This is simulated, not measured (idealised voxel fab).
process module | voxel trench capacitor
cross-section cut | 290 nm wide | cells 5 nm
A cross-section is a grid of square cells, given in bands from the top down. A band is one or more rows of cells.
Each band's line starts with the height of the band's top and of its bottom, in nm. Then come its materials from left to right, each with its width in nm. One material with "throughout" fills the band from edge to edge. "air" is empty space.
Height 0 is the level under which the wafer as received is all one material. The lowest band goes on downwards, as in "0 down".
A width such as "30 to 40" changes by the same amount from each row of cells to the next, from the band's top row to its bottom row.
"no change" after a step means that no cell of the cross-section changed.
closed voids: empty space of 8 cells or more with no open way to the top, each as width x height at its distance from the left edge, in nm
after a step's settings: what the simulator itself notes on the step
overlay nm, on a step with a mask: how far to the right of its planned place the mask lay; to the left if negative
plan
1 op RECEIVE | material Si
2 op CONFORMAL_DEP | material SiN | thk nm 5
3 op DIRECTIONAL_DEP | material aC | thk nm 10
4 op PATTERN | tone open | mask id TRENCH | material resist | width nm 25 | pitch nm 50 | thk nm 25 | overlay nm 0
5 op DIRECTIONAL_ETCH | etch materials aC | depth nm 10
6 op STRIP | etch materials resist
7 op DIRECTIONAL_ETCH | etch materials SiN | depth nm 5
8 op DIRECTIONAL_ETCH | etch materials Si | depth nm 30
9 op STRIP | etch materials aC
10 op CONFORMAL_DEP | material SiO2 | thk nm 5
11 op FILL_DEP | material polySi | thk nm 10
12 op CMP | height nm 5
first wafer, as planned
as received, after step 1
  0 down: Si throughout
  closed voids: none
after step 2
  5 to 0: SiN throughout
  below 0: unchanged
after step 3
  15 to 5: aC throughout
  below 5: unchanged
after step 4
  40 to 15: resist 55 | air 25 | resist 25 | air 25 | resist 25 | air 25 | resist 25 | air 25 | resist 60
  below 15: unchanged
after step 5
  30 to 15: resist 55 | air 25 | resist 25 | air 25 | resist 25 | air 25 | resist 25 | air 25 | resist 60
  15 to 5: aC 55 | air 25 | aC 25 | air 25 | aC 25 | air 25 | aC 25 | air 25 | aC 60
  below 5: unchanged
after step 6
  15 to 5: aC 55 | air 25 | aC 25 | air 25 | aC 25 | air 25 | aC 25 | air 25 | aC 60
  below 5: unchanged
after step 7
  15 to 5: aC 55 | air 25 | aC 25 | air 25 | aC 25 | air 25 | aC 25 | air 25 | aC 60
  5 to 0: SiN 55 | air 25 | SiN 25 | air 25 | SiN 25 | air 25 | SiN 25 | air 25 | SiN 60
  below 0: unchanged
after step 8
  15 to 5: aC 55 | air 25 | aC 25 | air 25 | aC 25 | air 25 | aC 25 | air 25 | aC 60
  5 to 0: SiN 55 | air 25 | SiN 25 | air 25 | SiN 25 | air 25 | SiN 25 | air 25 | SiN 60
  0 to -30: Si 55 | air 25 | Si 25 | air 25 | Si 25 | air 25 | Si 25 | air 25 | Si 60
  below -30: unchanged
after step 9
  5 to 0: SiN 55 | air 25 | SiN 25 | air 25 | SiN 25 | air 25 | SiN 25 | air 25 | SiN 60
  below 0: unchanged
after step 10
  10 to 5: SiO2 60 | air 15 | SiO2 35 | air 15 | SiO2 35 | air 15 | SiO2 35 | air 15 | SiO2 65
  5 to 0: SiN 55 | SiO2 5 | air 15 | SiO2 5 | SiN 25 | SiO2 5 | air 15 | SiO2 5 | SiN 25 | SiO2 5 | air 15 | SiO2 5 | SiN 25 | SiO2 5 | air 15 | SiO2 5 | SiN 60
  0 to -25: Si 55 | SiO2 5 | air 15 | SiO2 5 | Si 25 | SiO2 5 | air 15 | SiO2 5 | Si 25 | SiO2 5 | air 15 | SiO2 5 | Si 25 | SiO2 5 | air 15 | SiO2 5 | Si 60
  -25 to -30: Si 55 | SiO2 25 | Si 25 | SiO2 25 | Si 25 | SiO2 25 | Si 25 | SiO2 25 | Si 60
  below -30: unchanged
after step 11
  20 to 10: polySi throughout
  10 to 5: SiO2 60 | polySi 15 | SiO2 35 | polySi 15 | SiO2 35 | polySi 15 | SiO2 35 | polySi 15 | SiO2 65
  5 to 0: SiN 55 | SiO2 5 | polySi 15 | SiO2 5 | SiN 25 | SiO2 5 | polySi 15 | SiO2 5 | SiN 25 | SiO2 5 | polySi 15 | SiO2 5 | SiN 25 | SiO2 5 | polySi 15 | SiO2 5 | SiN 60
  0 to -25: Si 55 | SiO2 5 | polySi 15 | SiO2 5 | Si 25 | SiO2 5 | polySi 15 | SiO2 5 | Si 25 | SiO2 5 | polySi 15 | SiO2 5 | Si 25 | SiO2 5 | polySi 15 | SiO2 5 | Si 60
  below -25: unchanged
after step 12
  5 to 0: SiN 55 | SiO2 5 | polySi 15 | SiO2 5 | SiN 25 | SiO2 5 | polySi 15 | SiO2 5 | SiN 25 | SiO2 5 | polySi 15 | SiO2 5 | SiN 25 | SiO2 5 | polySi 15 | SiO2 5 | SiN 60
  below 0: unchanged
second wafer: like start, like plan, one mistake. Through step 7 it matches the first wafer
when step 8 should have ended
  15 to 5: aC 55 | air 25 | aC 25 | air 25 | aC 25 | air 25 | aC 25 | air 25 | aC 60
  5 to 0: SiN 55 | air 25 | SiN 25 | air 25 | SiN 25 | air 25 | SiN 25 | air 25 | SiN 60
  0 to -40: Si 55 | air 25 | Si 25 | air 25 | Si 25 | air 25 | Si 25 | air 25 | Si 60
  below -40: unchanged
when step 9 should have ended
  5 to 0: SiN 55 | air 25 | SiN 25 | air 25 | SiN 25 | air 25 | SiN 25 | air 25 | SiN 60
  below 0: unchanged
when step 10 should have ended
  10 to 5: SiO2 60 | air 15 | SiO2 35 | air 15 | SiO2 35 | air 15 | SiO2 35 | air 15 | SiO2 65
  5 to 0: SiN 55 | SiO2 5 | air 15 | SiO2 5 | SiN 25 | SiO2 5 | air 15 | SiO2 5 | SiN 25 | SiO2 5 | air 15 | SiO2 5 | SiN 25 | SiO2 5 | air 15 | SiO2 5 | SiN 60
  0 to -35: Si 55 | SiO2 5 | air 15 | SiO2 5 | Si 25 | SiO2 5 | air 15 | SiO2 5 | Si 25 | SiO2 5 | air 15 | SiO2 5 | Si 25 | SiO2 5 | air 15 | SiO2 5 | Si 60
  -35 to -40: Si 55 | SiO2 25 | Si 25 | SiO2 25 | Si 25 | SiO2 25 | Si 25 | SiO2 25 | Si 60
  below -40: unchanged
when step 11 should have ended
  20 to 10: polySi throughout
  10 to 5: SiO2 60 | polySi 15 | SiO2 35 | polySi 15 | SiO2 35 | polySi 15 | SiO2 35 | polySi 15 | SiO2 65
  5 to 0: SiN 55 | SiO2 5 | polySi 15 | SiO2 5 | SiN 25 | SiO2 5 | polySi 15 | SiO2 5 | SiN 25 | SiO2 5 | polySi 15 | SiO2 5 | SiN 25 | SiO2 5 | polySi 15 | SiO2 5 | SiN 60
  0 to -35: Si 55 | SiO2 5 | polySi 15 | SiO2 5 | Si 25 | SiO2 5 | polySi 15 | SiO2 5 | Si 25 | SiO2 5 | polySi 15 | SiO2 5 | Si 25 | SiO2 5 | polySi 15 | SiO2 5 | Si 60
  below -35: unchanged
when step 12 should have ended
  5 to 0: SiN 55 | SiO2 5 | polySi 15 | SiO2 5 | SiN 25 | SiO2 5 | polySi 15 | SiO2 5 | SiN 25 | SiO2 5 | polySi 15 | SiO2 5 | SiN 25 | SiO2 5 | polySi 15 | SiO2 5 | SiN 60
  below 0: unchanged
what went wrong: step 8 ran as: op DIRECTIONAL_ETCH | etch materials Si | depth nm 40
at the end the second wafer has, in cells: 40 fewer of Si | 16 more of SiO2 | 24 more of polySi
